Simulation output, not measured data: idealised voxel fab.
The name of this process module is voxel tone inversion.
Pictured: cross-section cut, 150 nm wide, on a grid of 5 nm square cells.
Notation: cross-section as square-cell grid; stated in bands, top first, going down; one or more cell rows per band. Each band's line starts with the height of the band's top and of its bottom, in nm. Then come its materials from left to right, each with its width in nm. One material with "all across" fills the band from edge to edge. "empty" is empty space. Heads up on the height convention: 0 is the point under which the incoming wafer is all one material, and the lowest band has no bottom, it just keeps going down, like "0 and below". You'd read "30 to 40" like this: the band's top row of cells is as wide as the first number, its bottom row is as wide as the second, and going down, every row changes width by the same amount as the row before did. What does "left unchanged" mean for a step? It means no cell of the cross-section changed in that step. "Sealed void listing" - sealed voids, min. 8 cells, no opening to top; format: width x height at distance (distance from left edge; nm throughout). Heads up: the bit after the settings on a step's line is the simulator's remark on that step. overlay nm: on a step with a mask, how far right of its planned place the mask lay; negative means left.

# The process steps that were planned are listed below
1 RECEIVE | material Si
2 CONFORMAL_DEP | material SiN | thk nm 5
3 DIRECTIONAL_DEP | material aC | thk nm 15
4 PATTERN | tone cover | mask id POSTS | material resist | width nm 25 | pitch nm 40 | thk nm 25 | overlay nm 0
5 DIRECTIONAL_ETCH | etch materials aC | depth nm 15
6 STRIP | etch materials resist
7 FILL_DEP | material SiO2 | thk nm 10
8 CMP | height nm 20
9 STRIP | etch materials aC

# Cross-section of the wafer as it came to us, i.e., already through step 1
0 and below = Si all across
Sealed void listing: none

# End-of-module cross-section of the first of two wafers, processed as planned
20 down to 5 = 40 nm SiO2 | 25 nm empty | 15 nm SiO2 | 25 nm empty | 45 nm SiO2
5 down to 0 = SiN all across
0 and below = Si all across
Sealed void listing: none

# So this is wafer number two of the two, cut at the end of the module - it started where the first did and had the same plan, we just got one thing wrong running it
20 down to 15 = SiO2 all across
15 down to 0 = 40 nm SiO2 | 25 nm aC | 15 nm SiO2 | 25 nm aC | 45 nm SiO2
0 and below = Si all across
Sealed void listing: none
What went wrong in running the wafer? step 2 from the plan never happened, it was just skipped
Looking at both finished wafers in cells, the second ends up ahead of or behind the first on some materials: -30 SiN | +30 SiO2 | +30 aC
